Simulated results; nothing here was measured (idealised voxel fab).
process module | voxel transistor to metal
cross-section cut | 285 nm wide | cells 5 nm
A cross-section is a grid of square cells, given in bands from the top down. A band is one or more rows of cells.
Each band's line starts with the height of the band's top and of its bottom, in nm. Then come its materials from left to right, each with its width in nm. One material with "throughout" fills the band from edge to edge. "air" is empty space.
Height 0 is the level under which the wafer as received is all one material. The lowest band goes on downwards, as in "0 down".
A width such as "30 to 40" changes by the same amount from each row of cells to the next, from the band's top row to its bottom row.
"no change" after a step means that no cell of the cross-section changed.
closed voids: empty space of 8 cells or more with no open way to the top, each as width x height at its distance from the left edge, in nm
after a step's settings: what the simulator itself notes on the step
overlay nm, on a step with a mask: how far to the right of its planned place the mask lay; to the left if negative
Each pair below shows a cross-section before one step and the cross-section after it, down to the lowest band that changed. The line under each pair gives the step between them, with its settings. The pairs can come from different runs of this module on the same starting wafer, so a pair continues from the pair above only where its "before" says so.
before
  20 to 10: SiO2 20 | air 25 | SiO2 55 | air 25 | SiO2 30 | air 25 | SiO2 55 | air 25 | SiO2 25
  10 to 0: SiO2 20 | air 25 | SiN 10 | HfO2 5 | TiN 5 | W 15 | TiN 5 | HfO2 5 | SiN 10 | air 25 | SiO2 30 | air 25 | SiN 10 | HfO2 5 | TiN 5 | W 15 | TiN 5 | HfO2 5 | SiN 10 | air 25 | SiO2 25
  0 to -5: SiO2 10 | SiN 10 | air 25 | SiN 10 | HfO2 5 | TiN 25 | HfO2 5 | SiN 10 | air 25 | SiN 10 | SiO2 10 | SiN 10 | air 25 | SiN 10 | HfO2 5 | TiN 25 | HfO2 5 | SiN 10 | air 25 | SiN 10 | SiO2 15
  -5 to -10: SiO2 20 | SiGe 25 | SiO2 5 | HfO2 45 | SiO2 5 | SiGe 25 | SiO2 30 | SiGe 25 | SiO2 5 | HfO2 45 | SiO2 5 | SiGe 25 | SiO2 25
  -10 to -45: SiO2 20 | Si 105 | SiO2 30 | Si 105 | SiO2 25
  -45 down: Si throughout
  closed voids: none
after
  25 to 20: TiN 25 | air 15 | TiN 65 | air 15 | TiN 40 | air 15 | TiN 65 | air 15 | TiN 30
  20 to 10: SiO2 20 | TiN 5 | air 15 | TiN 5 | SiO2 55 | TiN 5 | air 15 | TiN 5 | SiO2 30 | TiN 5 | air 15 | TiN 5 | SiO2 55 | TiN 5 | air 15 | TiN 5 | SiO2 25
  10 to 0: SiO2 20 | TiN 5 | air 15 | TiN 5 | SiN 10 | HfO2 5 | TiN 5 | W 15 | TiN 5 | HfO2 5 | SiN 10 | TiN 5 | air 15 | TiN 5 | SiO2 30 | TiN 5 | air 15 | TiN 5 | SiN 10 | HfO2 5 | TiN 5 | W 15 | TiN 5 | HfO2 5 | SiN 10 | TiN 5 | air 15 | TiN 5 | SiO2 25
  0 to -5: SiO2 10 | SiN 10 | TiN 25 | SiN 10 | HfO2 5 | TiN 25 | HfO2 5 | SiN 10 | TiN 25 | SiN 10 | SiO2 10 | SiN 10 | TiN 25 | SiN 10 | HfO2 5 | TiN 25 | HfO2 5 | SiN 10 | TiN 25 | SiN 10 | SiO2 15
  below -5: unchanged
  closed voids: none
the step between: op CONFORMAL_DEP | material TiN | thk nm 5
before: the cross-section after the pair above
after
  35 to 25: W throughout
  25 to 20: TiN 25 | W 15 | TiN 65 | W 15 | TiN 40 | W 15 | TiN 65 | W 15 | TiN 30
  20 to 10: SiO2 20 | TiN 5 | W 15 | TiN 5 | SiO2 55 | TiN 5 | W 15 | TiN 5 | SiO2 30 | TiN 5 | W 15 | TiN 5 | SiO2 55 | TiN 5 | W 15 | TiN 5 | SiO2 25
  10 to 0: SiO2 20 | TiN 5 | W 15 | TiN 5 | SiN 10 | HfO2 5 | TiN 5 | W 15 | TiN 5 | HfO2 5 | SiN 10 | TiN 5 | W 15 | TiN 5 | SiO2 30 | TiN 5 | W 15 | TiN 5 | SiN 10 | HfO2 5 | TiN 5 | W 15 | TiN 5 | HfO2 5 | SiN 10 | TiN 5 | W 15 | TiN 5 | SiO2 25
  below 0: unchanged
  closed voids: none
the step between: op FILL_DEP | material W | thk nm 10
before: the cross-section after the pair above
after
  20 to 10: SiO2 20 | TiN 5 | W 15 | TiN 5 | SiO2 55 | TiN 5 | W 15 | TiN 5 | SiO2 30 | TiN 5 | W 15 | TiN 5 | SiO2 55 | TiN 5 | W 15 | TiN 5 | SiO2 25
  below 10: unchanged
  closed voids: none
the step between: op CMP | height nm 20
before: the cross-section after the pair above
after
  25 to 20: SiN throughout
  below 20: unchanged
  closed voids: none
the step between: op CONFORMAL_DEP | material SiN | thk nm 5
before: the cross-section after the pair above
after
  45 to 25: lowk throughout
  below 25: unchanged
  closed voids: none
the step between: op DIRECTIONAL_DEP | material lowk | thk nm 20
before: the cross-section after the pair above
after
  60 to 45: resist 25 | air 15 | resist 65 | air 15 | resist 40 | air 15 | resist 65 | air 15 | resist 30
  below 45: unchanged
  closed voids: none
the step between: op PATTERN | tone open | mask id METAL_1 | material resist | width nm 15 | thk nm 15 | overlay nm 0
before: the cross-section after the pair above
after
  60 to 45: resist 25 | air 15 | resist 65 | air 15 | resist 40 | air 15 | resist 65 | air 15 | resist 30
  45 to 25: lowk 25 | air 15 | lowk 65 | air 15 | lowk 40 | air 15 | lowk 65 | air 15 | lowk 30
  below 25: unchanged
  closed voids: none
the step between: op DIRECTIONAL_ETCH | etch materials lowk | depth nm 20
before: the cross-section after the pair above
after
  60 to 45: resist 25 | air 15 | resist 65 | air 15 | resist 40 | air 15 | resist 65 | air 15 | resist 30
  45 to 25: lowk 25 | air 15 | lowk 65 | air 15 | lowk 40 | air 15 | lowk 65 | air 15 | lowk 30
  25 to 20: SiN 25 | air 15 | SiN 65 | air 15 | SiN 40 | air 15 | SiN 65 | air 15 | SiN 30
  below 20: unchanged
  closed voids: none
the step between: op DIRECTIONAL_ETCH | etch materials SiN | depth nm 5
before: the cross-section after the pair above
after
  45 to 25: lowk 25 | air 15 | lowk 65 | air 15 | lowk 40 | air 15 | lowk 65 | air 15 | lowk 30
  below 25: unchanged
  closed voids: none
the step between: op STRIP | etch materials resist
before: the cross-section after the pair above
after
  50 to 45: TiN 30 | air 5 | TiN 75 | air 5 | TiN 50 | air 5 | TiN 75 | air 5 | TiN 35
  45 to 25: lowk 25 | TiN 5 | air 5 | TiN 5 | lowk 65 | TiN 5 | air 5 | TiN 5 | lowk 40 | TiN 5 | air 5 | TiN 5 | lowk 65 | TiN 5 | air 5 | TiN 5 | lowk 30
  25 to 20: SiN 25 | TiN 15 | SiN 65 | TiN 15 | SiN 40 | TiN 15 | SiN 65 | TiN 15 | SiN 30
  below 20: unchanged
  closed voids: none
the step between: op CONFORMAL_DEP | material TiN | thk nm 5
before: the cross-section after the pair above
after
  55 to 50: Cu throughout
  50 to 45: TiN 30 | Cu 5 | TiN 75 | Cu 5 | TiN 50 | Cu 5 | TiN 75 | Cu 5 | TiN 35
  45 to 25: lowk 25 | TiN 5 | Cu 5 | TiN 5 | lowk 65 | TiN 5 | Cu 5 | TiN 5 | lowk 40 | TiN 5 | Cu 5 | TiN 5 | lowk 65 | TiN 5 | Cu 5 | TiN 5 | lowk 30
  below 25: unchanged
  closed voids: none
the step between: op FILL_DEP | material Cu | thk nm 5
before: the cross-section after the pair above
after
  45 to 25: lowk 25 | TiN 5 | Cu 5 | TiN 5 | lowk 65 | TiN 5 | Cu 5 | TiN 5 | lowk 40 | TiN 5 | Cu 5 | TiN 5 | lowk 65 | TiN 5 | Cu 5 | TiN 5 | lowk 30
  below 25: unchanged
  closed voids: none
the step between: op CMP | height nm 45
before: the cross-section after the pair above
after
  50 to 45: air 20 | Ru 25 | air 55 | Ru 25 | air 30 | Ru 25 | air 55 | Ru 25 | air 25
  below 45: unchanged
  closed voids: none
the step between: op EPI | material Ru | thk nm 5
before: the cross-section after the pair above
after
  55 to 50: SiCN throughout
  50 to 45: SiCN 20 | Ru 25 | SiCN 55 | Ru 25 | SiCN 30 | Ru 25 | SiCN 55 | Ru 25 | SiCN 25
  below 45: unchanged
  closed voids: none
the step between: op FILL_DEP | material SiCN | thk nm 5
before
  35 to 20: aC throughout
  20 to 10: SiO2 throughout
  10 to 0: SiO2 45 | SiN 10 | HfO2 5 | TiN 5 | W 15 | TiN 5 | HfO2 5 | SiN 10 | SiO2 80 | SiN 10 | HfO2 5 | TiN 5 | W 15 | TiN 5 | HfO2 5 | SiN 10 | SiO2 50
  0 to -5: SiO2 10 | SiN 10 | SiO2 25 | SiN 10 | HfO2 5 | TiN 25 | HfO2 5 | SiN 10 | SiO2 25 | SiN 10 | SiO2 10 | SiN 10 | SiO2 25 | SiN 10 | HfO2 5 | TiN 25 | HfO2 5 | SiN 10 | SiO2 25 | SiN 10 | SiO2 15
  -5 to -10: SiO2 20 | SiGe 25 | SiO2 5 | HfO2 45 | SiO2 5 | SiGe 25 | SiO2 30 | SiGe 25 | SiO2 5 | HfO2 45 | SiO2 5 | SiGe 25 | SiO2 25
  -10 to -45: SiO2 20 | Si 105 | SiO2 30 | Si 105 | SiO2 25
  -45 down: Si throughout
  closed voids: none
after
  65 to 35: resist 15 | air 15 | resist 65 | air 15 | resist 40 | air 15 | resist 65 | air 15 | resist 40
  below 35: unchanged
  closed voids: none
the step between: op PATTERN | tone open | mask id CONTACT | material resist | width nm 15 | thk nm 30 | overlay nm -10
before: the cross-section after the pair above
after
  50 to 35: resist 15 | air 15 | resist 65 | air 15 | resist 40 | air 15 | resist 65 | air 15 | resist 40
  35 to 20: aC 15 | air 15 | aC 65 | air 15 | aC 40 | air 15 | aC 65 | air 15 | aC 40
  below 20: unchanged
  closed voids: none
the step between: op DIRECTIONAL_ETCH | etch materials aC | depth nm 15
before: the cross-section after the pair above
after
  35 to 20: aC 15 | air 15 | aC 65 | air 15 | aC 40 | air 15 | aC 65 | air 15 | aC 40
  below 20: unchanged
  closed voids: none
the step between: op STRIP | etch materials resist
before: the cross-section after the pair above
after
  35 to 20: aC 15 | air 15 | aC 65 | air 15 | aC 40 | air 15 | aC 65 | air 15 | aC 40
  20 to 10: SiO2 15 | air 15 | SiO2 65 | air 15 | SiO2 40 | air 15 | SiO2 65 | air 15 | SiO2 40
  10 to 0: SiO2 15 | air 15 | SiO2 15 | SiN 10 | HfO2 5 | TiN 5 | W 15 | TiN 5 | HfO2 5 | SiN 10 | air 10 | SiO2 40 | air 15 | SiO2 15 | SiN 10 | HfO2 5 | TiN 5 | W 15 | TiN 5 | HfO2 5 | SiN 10 | air 10 | SiO2 40
  0 to -5: SiO2 10 | SiN 10 | air 10 | SiO2 15 | SiN 10 | HfO2 5 | TiN 25 | HfO2 5 | SiN 10 | air 10 | SiO2 15 | SiN 10 | SiO2 10 | SiN 10 | air 10 | SiO2 15 | SiN 10 | HfO2 5 | TiN 25 | HfO2 5 | SiN 10 | air 10 | SiO2 15 | SiN 10 | SiO2 15
  below -5: unchanged
  closed voids: none
the step between: op DIRECTIONAL_ETCH | etch materials SiO2 | depth nm 25
before: the cross-section after the pair above
after
  20 to 10: SiO2 15 | air 15 | SiO2 65 | air 15 | SiO2 40 | air 15 | SiO2 65 | air 15 | SiO2 40
  below 10: unchanged
  closed voids: none
the step between: op STRIP | etch materials aC
before: the cross-section after the pair above
after
  25 to 20: TiN 20 | air 5 | TiN 75 | air 5 | TiN 50 | air 5 | TiN 75 | air 5 | TiN 45
  20 to 15: SiO2 15 | TiN 5 | air 5 | TiN 5 | SiO2 65 | TiN 5 | air 5 | TiN 5 | SiO2 40 | TiN 5 | air 5 | TiN 5 | SiO2 65 | TiN 5 | air 5 | TiN 5 | SiO2 40
  15 to 10: SiO2 15 | TiN 5 | air 5 | TiN 5 | SiO2 65 | TiN 15 | SiO2 40 | TiN 5 | air 5 | TiN 5 | SiO2 65 | TiN 15 | SiO2 40
  10 to 5: SiO2 15 | TiN 5 | air 5 | TiN 5 | SiO2 15 | SiN 10 | HfO2 5 | TiN 5 | W 15 | TiN 5 | HfO2 5 | SiN 10 | TiN 10 | SiO2 40 | TiN 5 | air 5 | TiN 5 | SiO2 15 | SiN 10 | HfO2 5 | TiN 5 | W 15 | TiN 5 | HfO2 5 | SiN 10 | TiN 10 | SiO2 40
  5 to 0: SiO2 15 | TiN 15 | SiO2 15 | SiN 10 | HfO2 5 | TiN 5 | W 15 | TiN 5 | HfO2 5 | SiN 10 | TiN 10 | SiO2 40 | TiN 15 | SiO2 15 | SiN 10 | HfO2 5 | TiN 5 | W 15 | TiN 5 | HfO2 5 | SiN 10 | TiN 10 | SiO2 40
  0 to -5: SiO2 10 | SiN 10 | TiN 10 | SiO2 15 | SiN 10 | HfO2 5 | TiN 25 | HfO2 5 | SiN 10 | TiN 10 | SiO2 15 | SiN 10 | SiO2 10 | SiN 10 | TiN 10 | SiO2 15 | SiN 10 | HfO2 5 | TiN 25 | HfO2 5 | SiN 10 | TiN 10 | SiO2 15 | SiN 10 | SiO2 15
  below -5: unchanged
  closed voids: none
the step between: op CONFORMAL_DEP | material TiN | thk nm 5
before: the cross-section after the pair above
after
  35 to 25: W throughout
  25 to 20: TiN 20 | W 5 | TiN 75 | W 5 | TiN 50 | W 5 | TiN 75 | W 5 | TiN 45
  20 to 15: SiO2 15 | TiN 5 | W 5 | TiN 5 | SiO2 65 | TiN 5 | W 5 | TiN 5 | SiO2 40 | TiN 5 | W 5 | TiN 5 | SiO2 65 | TiN 5 | W 5 | TiN 5 | SiO2 40
  15 to 10: SiO2 15 | TiN 5 | W 5 | TiN 5 | SiO2 65 | TiN 15 | SiO2 40 | TiN 5 | W 5 | TiN 5 | SiO2 65 | TiN 15 | SiO2 40
  10 to 5: SiO2 15 | TiN 5 | W 5 | TiN 5 | SiO2 15 | SiN 10 | HfO2 5 | TiN 5 | W 15 | TiN 5 | HfO2 5 | SiN 10 | TiN 10 | SiO2 40 | TiN 5 | W 5 | TiN 5 | SiO2 15 | SiN 10 | HfO2 5 | TiN 5 | W 15 | TiN 5 | HfO2 5 | SiN 10 | TiN 10 | SiO2 40
  below 5: unchanged
  closed voids: none
the step between: op FILL_DEP | material W | thk nm 10
before: the cross-section after the pair above
after
  20 to 15: SiO2 15 | TiN 5 | W 5 | TiN 5 | SiO2 65 | TiN 5 | W 5 | TiN 5 | SiO2 40 | TiN 5 | W 5 | TiN 5 | SiO2 65 | TiN 5 | W 5 | TiN 5 | SiO2 40
  below 15: unchanged
  closed voids: none
the step between: op CMP | height nm 20
before: the cross-section after the pair above
after
  25 to 20: SiN throughout
  below 20: unchanged
  closed voids: none
the step between: op CONFORMAL_DEP | material SiN | thk nm 5
before: the cross-section after the pair above
after
  45 to 25: lowk throughout
  below 25: unchanged
  closed voids: none
the step between: op DIRECTIONAL_DEP | material lowk | thk nm 20
before: the cross-section after the pair above
after
  60 to 45: resist 25 | air 15 | resist 65 | air 15 | resist 40 | air 15 | resist 65 | air 15 | resist 30
  below 45: unchanged
  closed voids: none
the step between: op PATTERN | tone open | mask id METAL_1 | material resist | width nm 15 | thk nm 15 | overlay nm 0
before: the cross-section after the pair above
after
  60 to 45: resist 25 | air 15 | resist 65 | air 15 | resist 40 | air 15 | resist 65 | air 15 | resist 30
  45 to 25: lowk 25 | air 15 | lowk 65 | air 15 | lowk 40 | air 15 | lowk 65 | air 15 | lowk 30
  below 25: unchanged
  closed voids: none
the step between: op DIRECTIONAL_ETCH | etch materials lowk | depth nm 20
before: the cross-section after the pair above
after
  60 to 45: resist 25 | air 15 | resist 65 | air 15 | resist 40 | air 15 | resist 65 | air 15 | resist 30
  45 to 25: lowk 25 | air 15 | lowk 65 | air 15 | lowk 40 | air 15 | lowk 65 | air 15 | lowk 30
  25 to 20: SiN 25 | air 15 | SiN 65 | air 15 | SiN 40 | air 15 | SiN 65 | air 15 | SiN 30
  below 20: unchanged
  closed voids: none
the step between: op DIRECTIONAL_ETCH | etch materials SiN | depth nm 5
before: the cross-section after the pair above
after
  45 to 25: lowk 25 | air 15 | lowk 65 | air 15 | lowk 40 | air 15 | lowk 65 | air 15 | lowk 30
  below 25: unchanged
  closed voids: none
the step between: op STRIP | etch materials resist
before: the cross-section after the pair above
after
  50 to 45: TiN 30 | air 5 | TiN 75 | air 5 | TiN 50 | air 5 | TiN 75 | air 5 | TiN 35
  45 to 25: lowk 25 | TiN 5 | air 5 | TiN 5 | lowk 65 | TiN 5 | air 5 | TiN 5 | lowk 40 | TiN 5 | air 5 | TiN 5 | lowk 65 | TiN 5 | air 5 | TiN 5 | lowk 30
  25 to 20: SiN 25 | TiN 15 | SiN 65 | TiN 15 | SiN 40 | TiN 15 | SiN 65 | TiN 15 | SiN 30
  below 20: unchanged
  closed voids: none
the step between: op CONFORMAL_DEP | material TiN | thk nm 5
before: the cross-section after the pair above
after
  55 to 50: Cu throughout
  50 to 45: TiN 30 | Cu 5 | TiN 75 | Cu 5 | TiN 50 | Cu 5 | TiN 75 | Cu 5 | TiN 35
  45 to 25: lowk 25 | TiN 5 | Cu 5 | TiN 5 | lowk 65 | TiN 5 | Cu 5 | TiN 5 | lowk 40 | TiN 5 | Cu 5 | TiN 5 | lowk 65 | TiN 5 | Cu 5 | TiN 5 | lowk 30
  below 25: unchanged
  closed voids: none
the step between: op FILL_DEP | material Cu | thk nm 5
before: the cross-section after the pair above
after
  45 to 25: lowk 25 | TiN 5 | Cu 5 | TiN 5 | lowk 65 | TiN 5 | Cu 5 | TiN 5 | lowk 40 | TiN 5 | Cu 5 | TiN 5 | lowk 65 | TiN 5 | Cu 5 | TiN 5 | lowk 30
  below 25: unchanged
  closed voids: none
the step between: op CMP | height nm 45
before: the cross-section after the pair above
after
  50 to 45: air 20 | Ru 25 | air 55 | Ru 25 | air 30 | Ru 25 | air 55 | Ru 25 | air 25
  below 45: unchanged
  closed voids: none
the step between: op EPI | material Ru | thk nm 5
before: the cross-section after the pair above
after
  55 to 50: SiCN throughout
  50 to 45: SiCN 20 | Ru 25 | SiCN 55 | Ru 25 | SiCN 30 | Ru 25 | SiCN 55 | Ru 25 | SiCN 25
  below 45: unchanged
  closed voids: none
the step between: op FILL_DEP | material SiCN | thk nm 5
before
  20 to 15: air 40 | HfO2 20 | air 25 | HfO2 20 | air 70 | HfO2 20 | air 25 | HfO2 20 | air 45
  15 to 10: HfO2 45 | SiN 10 | HfO2 5 | air 25 | HfO2 5 | SiN 10 | HfO2 80 | SiN 10 | HfO2 5 | air 25 | HfO2 5 | SiN 10 | HfO2 50
  10 to 0: SiO2 45 | SiN 10 | HfO2 5 | air 25 | HfO2 5 | SiN 10 | SiO2 80 | SiN 10 | HfO2 5 | air 25 | HfO2 5 | SiN 10 | SiO2 50
  0 to -5: SiO2 10 | SiN 10 | SiO2 25 | SiN 10 | HfO2 5 | air 25 | HfO2 5 | SiN 10 | SiO2 25 | SiN 10 | SiO2 10 | SiN 10 | SiO2 25 | SiN 10 | HfO2 5 | air 25 | HfO2 5 | SiN 10 | SiO2 25 | SiN 10 | SiO2 15
  -5 to -10: SiO2 20 | SiGe 25 | SiO2 5 | HfO2 45 | SiO2 5 | SiGe 25 | SiO2 30 | SiGe 25 | SiO2 5 | HfO2 45 | SiO2 5 | SiGe 25 | SiO2 25
  -10 to -45: SiO2 20 | Si 105 | SiO2 30 | Si 105 | SiO2 25
  -45 down: Si throughout
  closed voids: none
after
  25 to 20: air 35 | lowk 30 | air 15 | lowk 30 | air 60 | lowk 30 | air 15 | lowk 30 | air 40
  20 to 15: lowk 40 | HfO2 20 | lowk 5 | air 15 | lowk 5 | HfO2 20 | lowk 70 | HfO2 20 | lowk 5 | air 15 | lowk 5 | HfO2 20 | lowk 45
  15 to 10: HfO2 45 | SiN 10 | HfO2 5 | lowk 5 | air 15 | lowk 5 | HfO2 5 | SiN 10 | HfO2 80 | SiN 10 | HfO2 5 | lowk 5 | air 15 | lowk 5 | HfO2 5 | SiN 10 | HfO2 50
  10 to 0: SiO2 45 | SiN 10 | HfO2 5 | lowk 5 | air 15 | lowk 5 | HfO2 5 | SiN 10 | SiO2 80 | SiN 10 | HfO2 5 | lowk 5 | air 15 | lowk 5 | HfO2 5 | SiN 10 | SiO2 50
  0 to -5: SiO2 10 | SiN 10 | SiO2 25 | SiN 10 | HfO2 5 | lowk 25 | HfO2 5 | SiN 10 | SiO2 25 | SiN 10 | SiO2 10 | SiN 10 | SiO2 25 | SiN 10 | HfO2 5 | lowk 25 | HfO2 5 | SiN 10 | SiO2 25 | SiN 10 | SiO2 15
  below -5: unchanged
  closed voids: none
the step between: op CONFORMAL_DEP | material lowk | thk nm 5
before: the cross-section after the pair above
after
  30 to 25: W throughout
  25 to 20: W 35 | lowk 30 | W 15 | lowk 30 | W 60 | lowk 30 | W 15 | lowk 30 | W 40
  20 to 15: lowk 40 | HfO2 20 | lowk 5 | W 15 | lowk 5 | HfO2 20 | lowk 70 | HfO2 20 | lowk 5 | W 15 | lowk 5 | HfO2 20 | lowk 45
  15 to 10: HfO2 45 | SiN 10 | HfO2 5 | lowk 5 | W 15 | lowk 5 | HfO2 5 | SiN 10 | HfO2 80 | SiN 10 | HfO2 5 | lowk 5 | W 15 | lowk 5 | HfO2 5 | SiN 10 | HfO2 50
  10 to 0: SiO2 45 | SiN 10 | HfO2 5 | lowk 5 | W 15 | lowk 5 | HfO2 5 | SiN 10 | SiO2 80 | SiN 10 | HfO2 5 | lowk 5 | W 15 | lowk 5 | HfO2 5 | SiN 10 | SiO2 50
  below 0: unchanged
  closed voids: none
the step between: op FILL_DEP | material W | thk nm 5
before: the cross-section after the pair above
after
  10 to 0: SiO2 45 | SiN 10 | HfO2 5 | lowk 5 | W 15 | lowk 5 | HfO2 5 | SiN 10 | SiO2 80 | SiN 10 | HfO2 5 | lowk 5 | W 15 | lowk 5 | HfO2 5 | SiN 10 | SiO2 50
  below 0: unchanged
  closed voids: none
the step between: op CMP | height nm 10
before: the cross-section after the pair above
after
  20 to 10: SiO2 throughout
  below 10: unchanged
  closed voids: none
the step between: op DIRECTIONAL_DEP | material SiO2 | thk nm 10
before: the cross-section after the pair above
after
  35 to 20: aC throughout
  below 20: unchanged
  closed voids: none
the step between: op DIRECTIONAL_DEP | material aC | thk nm 15
before: the cross-section after the pair above
after
  65 to 35: resist 25 | air 15 | resist 65 | air 15 | resist 40 | air 15 | resist 65 | air 15 | resist 30
  below 35: unchanged
  closed voids: none
the step between: op PATTERN | tone open | mask id CONTACT | material resist | width nm 15 | thk nm 30 | overlay nm 0
before: the cross-section after the pair above
after
  50 to 35: resist 25 | air 15 | resist 65 | air 15 | resist 40 | air 15 | resist 65 | air 15 | resist 30
  35 to 20: aC 25 | air 15 | aC 65 | air 15 | aC 40 | air 15 | aC 65 | air 15 | aC 30
  below 20: unchanged
  closed voids: none
the step between: op DIRECTIONAL_ETCH | etch materials aC | depth nm 15
before: the cross-section after the pair above
after
  35 to 20: aC 25 | air 15 | aC 65 | air 15 | aC 40 | air 15 | aC 65 | air 15 | aC 30
  below 20: unchanged
  closed voids: none
the step between: op STRIP | etch materials resist
before: the cross-section after the pair above
after
  35 to 20: aC 25 | air 15 | aC 65 | air 15 | aC 40 | air 15 | aC 65 | air 15 | aC 30
  20 to 10: SiO2 25 | air 15 | SiO2 65 | air 15 | SiO2 40 | air 15 | SiO2 65 | air 15 | SiO2 30
  10 to 0: SiO2 25 | air 15 | SiO2 5 | SiN 10 | HfO2 5 | lowk 5 | W 15 | lowk 5 | HfO2 5 | SiN 10 | SiO2 5 | air 15 | SiO2 40 | air 15 | SiO2 5 | SiN 10 | HfO2 5 | lowk 5 | W 15 | lowk 5 | HfO2 5 | SiN 10 | SiO2 5 | air 15 | SiO2 30
  0 to -5: SiO2 10 | SiN 10 | SiO2 5 | air 15 | SiO2 5 | SiN 10 | HfO2 5 | lowk 25 | HfO2 5 | SiN 10 | SiO2 5 | air 15 | SiO2 5 | SiN 10 | SiO2 10 | SiN 10 | SiO2 5 | air 15 | SiO2 5 | SiN 10 | HfO2 5 | lowk 25 | HfO2 5 | SiN 10 | SiO2 5 | air 15 | SiO2 5 | SiN 10 | SiO2 15
  below -5: unchanged
  closed voids: none
the step between: op DIRECTIONAL_ETCH | etch materials SiO2 | depth nm 25
before: the cross-section after the pair above
after
  20 to 10: SiO2 25 | air 15 | SiO2 65 | air 15 | SiO2 40 | air 15 | SiO2 65 | air 15 | SiO2 30
  below 10: unchanged
  closed voids: none
the step between: op STRIP | etch materials aC
before: the cross-section after the pair above
after
  25 to 20: TiN 30 | air 5 | TiN 75 | air 5 | TiN 50 | air 5 | TiN 75 | air 5 | TiN 35
  20 to 10: SiO2 25 | TiN 5 | air 5 | TiN 5 | SiO2 65 | TiN 5 | air 5 | TiN 5 | SiO2 40 | TiN 5 | air 5 | TiN 5 | SiO2 65 | TiN 5 | air 5 | TiN 5 | SiO2 30
  10 to 0: SiO2 25 | TiN 5 | air 5 | TiN 5 | SiO2 5 | SiN 10 | HfO2 5 | lowk 5 | W 15 | lowk 5 | HfO2 5 | SiN 10 | SiO2 5 | TiN 5 | air 5 | TiN 5 | SiO2 40 | TiN 5 | air 5 | TiN 5 | SiO2 5 | SiN 10 | HfO2 5 | lowk 5 | W 15 | lowk 5 | HfO2 5 | SiN 10 | SiO2 5 | TiN 5 | air 5 | TiN 5 | SiO2 30
  0 to -5: SiO2 10 | SiN 10 | SiO2 5 | TiN 15 | SiO2 5 | SiN 10 | HfO2 5 | lowk 25 | HfO2 5 | SiN 10 | SiO2 5 | TiN 15 | SiO2 5 | SiN 10 | SiO2 10 | SiN 10 | SiO2 5 | TiN 15 | SiO2 5 | SiN 10 | HfO2 5 | lowk 25 | HfO2 5 | SiN 10 | SiO2 5 | TiN 15 | SiO2 5 | SiN 10 | SiO2 15
  below -5: unchanged
  closed voids: none
the step between: op CONFORMAL_DEP | material TiN | thk nm 5
before: the cross-section after the pair above
after
  35 to 25: W throughout
  25 to 20: TiN 30 | W 5 | TiN 75 | W 5 | TiN 50 | W 5 | TiN 75 | W 5 | TiN 35
  20 to 10: SiO2 25 | TiN 5 | W 5 | TiN 5 | SiO2 65 | TiN 5 | W 5 | TiN 5 | SiO2 40 | TiN 5 | W 5 | TiN 5 | SiO2 65 | TiN 5 | W 5 | TiN 5 | SiO2 30
  10 to 0: SiO2 25 | TiN 5 | W 5 | TiN 5 | SiO2 5 | SiN 10 | HfO2 5 | lowk 5 | W 15 | lowk 5 | HfO2 5 | SiN 10 | SiO2 5 | TiN 5 | W 5 | TiN 5 | SiO2 40 | TiN 5 | W 5 | TiN 5 | SiO2 5 | SiN 10 | HfO2 5 | lowk 5 | W 15 | lowk 5 | HfO2 5 | SiN 10 | SiO2 5 | TiN 5 | W 5 | TiN 5 | SiO2 30
  below 0: unchanged
  closed voids: none
the step between: op FILL_DEP | material W | thk nm 10
before: the cross-section after the pair above
after
  20 to 10: SiO2 25 | TiN 5 | W 5 | TiN 5 | SiO2 65 | TiN 5 | W 5 | TiN 5 | SiO2 40 | TiN 5 | W 5 | TiN 5 | SiO2 65 | TiN 5 | W 5 | TiN 5 | SiO2 30
  below 10: unchanged
  closed voids: none
the step between: op CMP | height nm 20
before: the cross-section after the pair above
after
  25 to 20: SiN throughout
  below 20: unchanged
  closed voids: none
the step between: op CONFORMAL_DEP | material SiN | thk nm 5
before: the cross-section after the pair above
after
  45 to 25: lowk throughout
  below 25: unchanged
  closed voids: none
the step between: op DIRECTIONAL_DEP | material lowk | thk nm 20
before: the cross-section after the pair above
after
  60 to 45: resist 25 | air 15 | resist 65 | air 15 | resist 40 | air 15 | resist 65 | air 15 | resist 30
  below 45: unchanged
  closed voids: none
the step between: op PATTERN | tone open | mask id METAL_1 | material resist | width nm 15 | thk nm 15 | overlay nm 0
before: the cross-section after the pair above
after
  60 to 45: resist 25 | air 15 | resist 65 | air 15 | resist 40 | air 15 | resist 65 | air 15 | resist 30
  45 to 25: lowk 25 | air 15 | lowk 65 | air 15 | lowk 40 | air 15 | lowk 65 | air 15 | lowk 30
  below 25: unchanged
  closed voids: none
the step between: op DIRECTIONAL_ETCH | etch materials lowk | depth nm 20
before: the cross-section after the pair above
after
  60 to 45: resist 25 | air 15 | resist 65 | air 15 | resist 40 | air 15 | resist 65 | air 15 | resist 30
  45 to 25: lowk 25 | air 15 | lowk 65 | air 15 | lowk 40 | air 15 | lowk 65 | air 15 | lowk 30
  25 to 20: SiN 25 | air 15 | SiN 65 | air 15 | SiN 40 | air 15 | SiN 65 | air 15 | SiN 30
  below 20: unchanged
  closed voids: none
the step between: op DIRECTIONAL_ETCH | etch materials SiN | depth nm 5
before: the cross-section after the pair above
after
  45 to 25: lowk 25 | air 15 | lowk 65 | air 15 | lowk 40 | air 15 | lowk 65 | air 15 | lowk 30
  below 25: unchanged
  closed voids: none
the step between: op STRIP | etch materials resist
before: the cross-section after the pair above
after
  50 to 45: TiN 30 | air 5 | TiN 75 | air 5 | TiN 50 | air 5 | TiN 75 | air 5 | TiN 35
  45 to 25: lowk 25 | TiN 5 | air 5 | TiN 5 | lowk 65 | TiN 5 | air 5 | TiN 5 | lowk 40 | TiN 5 | air 5 | TiN 5 | lowk 65 | TiN 5 | air 5 | TiN 5 | lowk 30
  25 to 20: SiN 25 | TiN 15 | SiN 65 | TiN 15 | SiN 40 | TiN 15 | SiN 65 | TiN 15 | SiN 30
  below 20: unchanged
  closed voids: none
the step between: op CONFORMAL_DEP | material TiN | thk nm 5
before: the cross-section after the pair above
after
  55 to 50: Cu throughout
  50 to 45: TiN 30 | Cu 5 | TiN 75 | Cu 5 | TiN 50 | Cu 5 | TiN 75 | Cu 5 | TiN 35
  45 to 25: lowk 25 | TiN 5 | Cu 5 | TiN 5 | lowk 65 | TiN 5 | Cu 5 | TiN 5 | lowk 40 | TiN 5 | Cu 5 | TiN 5 | lowk 65 | TiN 5 | Cu 5 | TiN 5 | lowk 30
  below 25: unchanged
  closed voids: none
the step between: op FILL_DEP | material Cu | thk nm 5
before: the cross-section after the pair above
after
  45 to 25: lowk 25 | TiN 5 | Cu 5 | TiN 5 | lowk 65 | TiN 5 | Cu 5 | TiN 5 | lowk 40 | TiN 5 | Cu 5 | TiN 5 | lowk 65 | TiN 5 | Cu 5 | TiN 5 | lowk 30
  below 25: unchanged
  closed voids: none
the step between: op CMP | height nm 45
